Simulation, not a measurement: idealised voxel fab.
Process module under the name voxel wiring stack
Shown is cross-section cut, with a width of 190 nm and square cells of size 5 nm.
Cross-section spec: square-cell grid; bands listed top down; each band is one or more rows. Band entry format. Leading values: height of top, height of bottom, nm. Remainder: materials in left-to-right order, each with its width in nm. Special words: "edge to edge" on a single material, which then fills the band edge to edge; "blank", empty space. Zero point of the height axis is 0; under it, received wafer = one material. Lowest band: continues down indefinitely, "from 0 down". Per-row width for "30..40": begins at first number (top row of band), ends at second number (bottom row), increment between rows held constant. "left unchanged" (step): cross-section cells unchanged, all of them. "Cavities, closed" - sealed voids, min. 8 cells, no opening to top; format: width x height at distance (distance from left edge; nm throughout). Past the settings on a step's line: simulator remark, on that step. The "overlay nm" setting may appear on a step's line; for a step that uses a mask, it gives how far to the right of its planned position the mask lay, and a negative value indicates the left.

### The process steps that were planned are listed below
1) RECEIVE,material Si
2) CONFORMAL_DEP,material SiO2,thk nm 10
3) DIRECTIONAL_DEP,material TiN,thk nm 5
4) DIRECTIONAL_DEP,material Ru,thk nm 20
5) MASKED_ETCH,tone cover,mask id METAL_1,width nm 25,pitch nm 40,etch materials Ru,depth nm 20,overlay nm 0
6) MASKED_ETCH,tone cover,mask id METAL_1,width nm 25,pitch nm 40,etch materials TiN,depth nm 5,overlay nm 0
7) FILL_DEP,material SiO2,thk nm 10
8) CMP,height nm 35
9) CONFORMAL_DEP,material SiCN,thk nm 5
10) DIRECTIONAL_DEP,material lowk,thk nm 30
11) PATTERN,tone open,mask id METAL_2_HOLES,material resist,width nm 15,thk nm 20,overlay nm 0
12) DIRECTIONAL_ETCH,etch materials lowk,depth nm 30
13) STRIP,etch materials resist
14) DIRECTIONAL_DEP,material aC,thk nm 10
15) PATTERN,tone open,mask id METAL_2,material resist,width nm 25,pitch nm 40,thk nm 30,overlay nm 0
16) DIRECTIONAL_ETCH,etch materials aC,depth nm 10
17) STRIP,etch materials resist
18) DIRECTIONAL_ETCH,etch materials lowk,depth nm 20
19) DIRECTIONAL_ETCH,etch materials SiCN,depth nm 5
20) STRIP,etch materials aC
21) CONFORMAL_DEP,material TiN,thk nm 5
22) FILL_DEP,material Cu,thk nm 10
23) CMP,height nm 70
24) CONFORMAL_DEP,material SiCN,thk nm 5
25) DIRECTIONAL_DEP,material SiO2,thk nm 35
26) MASKED_ETCH,tone open,mask id METAL_3,width nm 25,pitch nm 40,etch materials SiO2,depth nm 20,overlay nm 0
27) DIRECTIONAL_DEP,material aC,thk nm 10
28) PATTERN,tone open,mask id METAL_3_HOLES,material resist,width nm 15,pitch nm 40,thk nm 25,overlay nm 0
29) DIRECTIONAL_ETCH,etch materials aC,depth nm 10
30) STRIP,etch materials resist
31) DIRECTIONAL_ETCH,etch materials SiO2,depth nm 15
32) DIRECTIONAL_ETCH,etch materials SiCN,depth nm 5
33) STRIP,etch materials aC
34) CONFORMAL_DEP,material TiN,thk nm 5
35) FILL_DEP,material Ru,thk nm 10
36) CMP,height nm 110
37) CONFORMAL_DEP,material SiCN,thk nm 5
38) DIRECTIONAL_DEP,material SiO2,thk nm 25
39) PATTERN,tone open,mask id METAL_4,material resist,width nm 25,pitch nm 40,thk nm 15,overlay nm 0
40) DIRECTIONAL_ETCH,etch materials SiO2,depth nm 15
41) STRIP,etch materials resist
42) MASKED_ETCH,tone open,mask id METAL_4_HOLES,width nm 15,etch materials SiO2,depth nm 10,overlay nm 0
43) MASKED_ETCH,tone open,mask id METAL_4_HOLES,width nm 15,etch materials SiCN,depth nm 5,overlay nm 0
44) CONFORMAL_DEP,material TiN,thk nm 5
45) FILL_DEP,material Cu,thk nm 5
46) CMP,height nm 140
47) CONFORMAL_DEP,material SiCN,thk nm 5

### Delivered wafer in cross-section: state after step 1
> from 0 down: Si edge to edge
> Cavities, closed: none

### First wafer of two, sectioned at end of module; run went per plan
> from 145 to 140: SiCN edge to edge
> from 140 to 130: 60 SiO2; 5 TiN; 15 Cu; 5 TiN; 15 SiO2; 5 TiN; 15 Cu; 5 TiN; 65 SiO2
> from 130 to 125: 60 SiO2; 5 TiN; 5 Cu; 15 TiN; 15 SiO2; 25 TiN; 65 SiO2
> from 125 to 115: 60 SiO2; 5 TiN; 5 Cu; 5 TiN; 115 SiO2
> from 115 to 110: 60 SiCN; 15 TiN; 115 SiCN
> from 110 to 95: 60 SiO2; 5 TiN; 15 Ru; 5 TiN; 15 SiO2; 5 TiN; 15 Ru; 5 TiN; 65 SiO2
> from 95 to 90: 60 SiO2; 5 TiN; 5 Ru; 15 TiN; 15 SiO2; 5 TiN; 5 Ru; 15 TiN; 65 SiO2
> from 90 to 75: 60 SiO2; 5 TiN; 5 Ru; 5 TiN; 25 SiO2; 5 TiN; 5 Ru; 5 TiN; 75 SiO2
> from 75 to 70: 60 SiCN; 15 TiN; 25 SiCN; 15 TiN; 75 SiCN
> from 70 to 55: 60 lowk; 5 TiN; 15 Cu; 5 TiN; 15 lowk; 5 TiN; 15 Cu; 5 TiN; 65 lowk
> from 55 to 50: 60 lowk; 5 TiN; 5 Cu; 15 TiN; 15 lowk; 25 TiN; 65 lowk
> from 50 to 40: 60 lowk; 5 TiN; 5 Cu; 5 TiN; 115 lowk
> from 40 to 35: 60 SiCN; 15 TiN; 115 SiCN
> from 35 to 15: 60 SiO2; 25 Ru; 15 SiO2; 25 Ru; 65 SiO2
> from 15 to 10: 60 SiO2; 25 TiN; 15 SiO2; 25 TiN; 65 SiO2
> from 10 to 0: SiO2 edge to edge
> from 0 down: Si edge to edge
> Cavities, closed: none

### End of module, second wafer, cross-section. Started like the first, planned like the first, run with one mistake
> from 145 to 140: SiCN edge to edge
> from 140 to 130: 60 SiO2; 5 TiN; 15 Cu; 5 TiN; 15 SiO2; 5 TiN; 15 Cu; 5 TiN; 65 SiO2
> from 130 to 125: 60 SiO2; 5 TiN; 5 Cu; 15 TiN; 15 SiO2; 25 TiN; 65 SiO2
> from 125 to 115: 60 SiO2; 5 TiN; 5 Cu; 5 TiN; 115 SiO2
> from 115 to 110: 60 SiCN; 15 TiN; 115 SiCN
> from 110 to 95: 60 SiO2; 5 TiN; 15 Ru; 5 TiN; 15 SiO2; 5 TiN; 15 Ru; 5 TiN; 65 SiO2
> from 95 to 90: 60 SiO2; 5 TiN; 5 Ru; 15 TiN; 15 SiO2; 5 TiN; 5 Ru; 15 TiN; 65 SiO2
> from 90 to 75: 60 SiO2; 5 TiN; 5 Ru; 5 TiN; 25 SiO2; 5 TiN; 5 Ru; 5 TiN; 75 SiO2
> from 75 to 70: 60 SiCN; 15 TiN; 25 SiCN; 15 TiN; 75 SiCN
> from 70 to 55: 55 lowk; 5 TiN; 20 Cu; 5 TiN; 15 lowk; 5 TiN; 15 Cu; 5 TiN; 65 lowk
> from 55 to 50: 55 lowk; 5 TiN; 15 Cu; 10 TiN; 15 lowk; 25 TiN; 65 lowk
> from 50 to 40: 55 lowk; 5..10 TiN; 15..10 Cu; 5 TiN; 110 lowk
> from 40 to 35: 60 SiCN; 20 TiN; 110 SiCN
> from 35 to 15: 60 SiO2; 25 Ru; 15 SiO2; 25 Ru; 65 SiO2
> from 15 to 10: 60 SiO2; 25 TiN; 15 SiO2; 25 TiN; 65 SiO2
> from 10 to 0: SiO2 edge to edge
> from 0 down: Si edge to edge
> Cavities, closed: none
Heads up, the wafer didn't run the way we planned it: step 11 changed vs plan, executed as PATTERN,tone open,mask id METAL_2_HOLES,material resist,width nm 25,thk nm 20,overlay nm 0
at the end the second wafer has, in cells: 8 more of Cu | 1 fewer of SiCN | 1 more of TiN | 8 fewer of lowk
